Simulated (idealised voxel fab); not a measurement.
You're looking at the process module voxel spacer lines.
Section shown: cut. Width: 210 nm. Cell size: 5 nm, square.
Cross-section format: a grid of square cells, given as bands from top to bottom; each band is one or more rows of cells.
Heights first: top, then bottom, in nm. Then materials, left to right, each with a width in nm. "all across" on a single material: fills the band edge to edge. "empty": empty space.
Below 0: as-received wafer, all one material; heights counted from there. Lowest band: no bottom, goes on down, written "0 down".
Quick explanation for "30..40": the width changes in equal steps down the rows of cells, from the first number in the band's top row to the second number in its bottom row.
"left unchanged" (step): cross-section cells unchanged, all of them.
Empty spaces without an open route to the top, at least 8 cells in extent, make up the entry "Enclosed internal voids"; each is given as width x height at distance, where the distance is measured from the left edge, and all are in nm.
Post-settings text on a step line: simulator's own remark regarding the step.
overlay nm: mask offset rightward from planned place, masked step; negative means leftward offset.
**So here's the lineup of process steps we planned**
1 RECEIVE (material Si)
2 CONFORMAL_DEP (material Al2O3; thk nm 10)
3 DIRECTIONAL_DEP (material TiN; thk nm 10)
4 DIRECTIONAL_DEP (material polySi; thk nm 30)
5 PATTERN (tone cover; mask id MANDREL; material resist; width nm 15; pitch nm 50; thk nm 40; overlay nm -15)
6 DIRECTIONAL_ETCH (etch materials polySi; depth nm 30)
7 STRIP (etch materials resist)
8 CONFORMAL_DEP (material SiO2; thk nm 10)
9 DIRECTIONAL_ETCH (etch materials SiO2; depth nm 10)
10 STRIP (etch materials polySi)
11 DIRECTIONAL_ETCH (etch materials TiN; depth nm 10)
12 STRIP (etch materials SiO2)
Don't read the plan's overlay nm for step 5 as applying to every wafer: that's the first wafer's value, and the wafers differ in it, though they all start identical.
**first wafer as received, after step 1**
- 0 down | Si all across
- Enclosed internal voids: none
**Per wafer (row), end of module: delta in cells per material since receipt, (+) for gained, (-) for lost; closed voids after that**
overlay nm -15; +84 Al2O3; +24 TiN; Enclosed internal voids: none
overlay nm -10; +84 Al2O3; +24 TiN; Enclosed internal voids: none
overlay nm -5; +84 Al2O3; +24 TiN; Enclosed internal voids: none
overlay nm 0; +84 Al2O3; +24 TiN; Enclosed internal voids: none
overlay nm 5; +84 Al2O3; +24 TiN; Enclosed internal voids: none
overlay nm 10; +84 Al2O3; +24 TiN; Enclosed internal voids: none
overlay nm 15; +84 Al2O3; +24 TiN; Enclosed internal voids: none
